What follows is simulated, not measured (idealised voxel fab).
The process module that follows is named voxel trench capacitor.
Square cells of 5 nm make up the cross-section cut, whose width is 160 nm.
A cross-section is written here as square cells arranged in a grid, and it is given in bands from the top down, each band taking up one or more rows of cells.
Look at the band entry: it leads with the top's height and the bottom's height in nm. Then it lists the materials left to right, with a width in nm for each. The word "everywhere" on a single material says that material fills the band edge to edge. The word "air" is empty space.
Height reference: 0 = level under which incoming wafer is all one material. Lowest band: no bottom, runs on downward, e.g. "0 down".
Width: "30->40" (first number = top row, second number = bottom row, same change from row to row of cells).
"no modifications" for a step: no cell of the cross-section changed in that step.
Enclosed voids (no open way to top), threshold 8 cells or more, entry "Closed void listing", notation width x height at distance, distance from left edge, nm.
Read whatever lies past the settings on a step's line as the simulator's own remark about the step.
What "overlay nm" on a step's line means: if the step has a mask, that mask lay this far to the right of its planned place, or, when the value is negative, to the left.

Intended process steps
1. op RECEIVE | material Si
2. op CONFORMAL_DEP | material SiN | thk nm 5
3. op DIRECTIONAL_DEP | material aC | thk nm 15
4. op PATTERN | tone open | mask id TRENCH | material resist | width nm 15 | pitch nm 35 | thk nm 30 | overlay nm 0
5. op DIRECTIONAL_ETCH | etch materials aC | depth nm 15
6. op STRIP | etch materials resist
7. op DIRECTIONAL_ETCH | etch materials SiN | depth nm 5
8. op DIRECTIONAL_ETCH | etch materials Si | depth nm 25
9. op STRIP | etch materials aC
10. op CONFORMAL_DEP | material Al2O3 | thk nm 5
11. op FILL_DEP | material polySi | thk nm 5
12. op CMP | height nm 5

The first of the two wafers, which ran as planned

As received (post step 1): cross-section
- 0 down | Si everywhere
- Closed void listing: none

Cross-section of the wafer after step 2
- 5 to 0 | SiN everywhere
- For the remainder of the cross-section, below 0, there is no change.

Cross-section of the wafer after step 3
- 20 to 5 | aC everywhere
- For the remainder of the cross-section, below 5, there is no change.

Cross-section of the wafer after step 4
- 50 to 20 | resist: 55, air: 15, resist: 20, air: 15, resist: 55
- For the remainder of the cross-section, below 20, there is no change.

Cross-section of the wafer after step 5
- 35 to 20 | resist: 55, air: 15, resist: 20, air: 15, resist: 55
- 20 to 5 | aC: 55, air: 15, aC: 20, air: 15, aC: 55
- For the remainder of the cross-section, below 5, there is no change.

Cross-section of the wafer after step 6
- 20 to 5 | aC: 55, air: 15, aC: 20, air: 15, aC: 55
- For the remainder of the cross-section, below 5, there is no change.

Cross-section of the wafer after step 7
- 20 to 5 | aC: 55, air: 15, aC: 20, air: 15, aC: 55
- 5 to 0 | SiN: 55, air: 15, SiN: 20, air: 15, SiN: 55
- For the remainder of the cross-section, below 0, there is no change.

Cross-section of the wafer after step 8
- 20 to 5 | aC: 55, air: 15, aC: 20, air: 15, aC: 55
- 5 to 0 | SiN: 55, air: 15, SiN: 20, air: 15, SiN: 55
- 0 to -25 | Si: 55, air: 15, Si: 20, air: 15, Si: 55
- For the remainder of the cross-section, below -25, there is no change.

Cross-section of the wafer after step 9
- 5 to 0 | SiN: 55, air: 15, SiN: 20, air: 15, SiN: 55
- For the remainder of the cross-section, below 0, there is no change.

Cross-section of the wafer after step 10
- 10 to 5 | Al2O3: 60, air: 5, Al2O3: 30, air: 5, Al2O3: 60
- 5 to 0 | SiN: 55, Al2O3: 5, air: 5, Al2O3: 5, SiN: 20, Al2O3: 5, air: 5, Al2O3: 5, SiN: 55
- 0 to -20 | Si: 55, Al2O3: 5, air: 5, Al2O3: 5, Si: 20, Al2O3: 5, air: 5, Al2O3: 5, Si: 55
- -20 to -25 | Si: 55, Al2O3: 15, Si: 20, Al2O3: 15, Si: 55
- For the remainder of the cross-section, below -25, there is no change.

Cross-section of the wafer after step 11
- 15 to 10 | polySi everywhere
- 10 to 5 | Al2O3: 60, polySi: 5, Al2O3: 30, polySi: 5, Al2O3: 60
- 5 to 0 | SiN: 55, Al2O3: 5, polySi: 5, Al2O3: 5, SiN: 20, Al2O3: 5, polySi: 5, Al2O3: 5, SiN: 55
- 0 to -20 | Si: 55, Al2O3: 5, polySi: 5, Al2O3: 5, Si: 20, Al2O3: 5, polySi: 5, Al2O3: 5, Si: 55
- For the remainder of the cross-section, below -20, there is no change.

Cross-section of the wafer after step 12
- 5 to 0 | SiN: 55, Al2O3: 5, polySi: 5, Al2O3: 5, SiN: 20, Al2O3: 5, polySi: 5, Al2O3: 5, SiN: 55
- For the remainder of the cross-section, below 0, there is no change.

Second wafer. Start and plan as for the first. One mistake made in running. Agrees with the first up to and including step 7

Second wafer, section view, time point: scheduled end of step 8
- 5 to 0 | SiN: 55, air: 15, SiN: 20, air: 15, SiN: 55
- For the remainder of the cross-section, below 0, there is no change.

Second wafer, section view, time point: scheduled end of step 9
- 5 to 0 | SiN: 55, air: 15, SiN: 20, air: 15, SiN: 55
- 0 to -25 | Si: 55, air: 15, Si: 20, air: 15, Si: 55
- For the remainder of the cross-section, below -25, there is no change.

Second wafer, section view, time point: scheduled end of step 10
- 10 to 5 | Al2O3: 60, air: 5, Al2O3: 30, air: 5, Al2O3: 60
- 5 to 0 | SiN: 55, Al2O3: 5, air: 5, Al2O3: 5, SiN: 20, Al2O3: 5, air: 5, Al2O3: 5, SiN: 55
- 0 to -20 | Si: 55, Al2O3: 5, air: 5, Al2O3: 5, Si: 20, Al2O3: 5, air: 5, Al2O3: 5, Si: 55
- -20 to -25 | Si: 55, Al2O3: 15, Si: 20, Al2O3: 15, Si: 55
- For the remainder of the cross-section, below -25, there is no change.

Second wafer, section view, time point: scheduled end of step 11
- 15 to 10 | polySi everywhere
- 10 to 5 | Al2O3: 60, polySi: 5, Al2O3: 30, polySi: 5, Al2O3: 60
- 5 to 0 | SiN: 55, Al2O3: 5, polySi: 5, Al2O3: 5, SiN: 20, Al2O3: 5, polySi: 5, Al2O3: 5, SiN: 55
- 0 to -20 | Si: 55, Al2O3: 5, polySi: 5, Al2O3: 5, Si: 20, Al2O3: 5, polySi: 5, Al2O3: 5, Si: 55
- For the remainder of the cross-section, below -20, there is no change.

Second wafer, section view, time point: scheduled end of step 12
- 5 to 0 | SiN: 55, Al2O3: 5, polySi: 5, Al2O3: 5, SiN: 20, Al2O3: 5, polySi: 5, Al2O3: 5, SiN: 55
- For the remainder of the cross-section, below 0, there is no change.
Deviation from plan: note: step 8 <-> step 9, run order reversed vs plan
Outcome: the two wafer cross-sections end up identical, and the model's computation is unaffected by the mistake.
